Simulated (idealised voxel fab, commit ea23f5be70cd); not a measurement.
process module | voxel self aligned vias
cross-section cut | 185 nm wide | cells 5 nm
A cross-section is a grid of square cells, given in bands from the top down. A band is one or more rows of cells.
Each band's line starts with the height of the band's top and of its bottom, in nm. Then come its materials from left to right, each with its width in nm. One material with "throughout" fills the band from edge to edge. "air" is empty space.
Height 0 is the level under which the wafer as received is all one material. The lowest band goes on downwards, as in "0 down".
A width such as "30 to 40" changes by the same amount from each row of cells to the next, from the band's top row to its bottom row.
"no change" after a step means that no cell of the cross-section changed.
closed voids: empty space of 8 cells or more with no open way to the top, each as width x height at its distance from the left edge, in nm
after a step's settings: what the simulator itself notes on the step
overlay nm, on a step with a mask: how far to the right of its planned place the mask lay; to the left if negative
plan
1 op RECEIVE | material Si
2 op CONFORMAL_DEP | material SiO2 | thk nm 10
3 op CONFORMAL_DEP | material SiCN | thk nm 5
4 op DIRECTIONAL_DEP | material SiO2 | thk nm 25
5 op MASKED_ETCH | tone open | mask id LINES | width nm 15 | pitch nm 70 | etch materials SiO2 | depth nm 25 | overlay nm 0
6 op CONFORMAL_DEP | material TiN | thk nm 5
7 op FILL_DEP | material Ru | thk nm 10
8 op CMP | height nm 40
9 op SELECTIVE_ETCH | etch materials W Ru TiN | depth nm 5
10 op FILL_DEP | material SiN | thk nm 10
11 op CMP | height nm 40
12 op DIRECTIONAL_DEP | material SiO2 | thk nm 20
13 op DIRECTIONAL_DEP | material aC | thk nm 10
14 op PATTERN | tone open | mask id VIAS | material resist | width nm 45 | thk nm 30 | overlay nm 0
15 op DIRECTIONAL_ETCH | etch materials aC | depth nm 10
16 op STRIP | etch materials resist
17 op DIRECTIONAL_ETCH | etch materials SiO2 | depth nm 20
18 op DIRECTIONAL_ETCH | etch materials SiN | depth nm 5
19 op STRIP | etch materials aC
20 op CONFORMAL_DEP | material TiN | thk nm 5
21 op FILL_DEP | material Ru | thk nm 10
22 op CMP | height nm 60
23 op CONFORMAL_DEP | material SiCN | thk nm 5
varied across the wafers: width nm of step 5. The plan shows the first wafer's value. All wafers start alike
first wafer as received, after step 1
  0 down: Si throughout
  closed voids: none
each wafer at the end: cells of each material gained (+) or lost (-) since it was received, then its closed voids
width nm 15 | +28 Ru | +74 SiCN | +3 SiN | +341 SiO2 | +35 TiN | closed voids: none
width nm 20 | +35 Ru | +74 SiCN | +4 SiN | +331 SiO2 | +37 TiN | closed voids: none
width nm 25 | +42 Ru | +74 SiCN | +5 SiN | +321 SiO2 | +39 TiN | closed voids: none
width nm 30 | +49 Ru | +74 SiCN | +6 SiN | +311 SiO2 | +41 TiN | closed voids: none
width nm 35 | +56 Ru | +74 SiCN | +7 SiN | +301 SiO2 | +43 TiN | closed voids: none
width nm 40 | +63 Ru | +74 SiCN | +8 SiN | +291 SiO2 | +45 TiN | closed voids: none
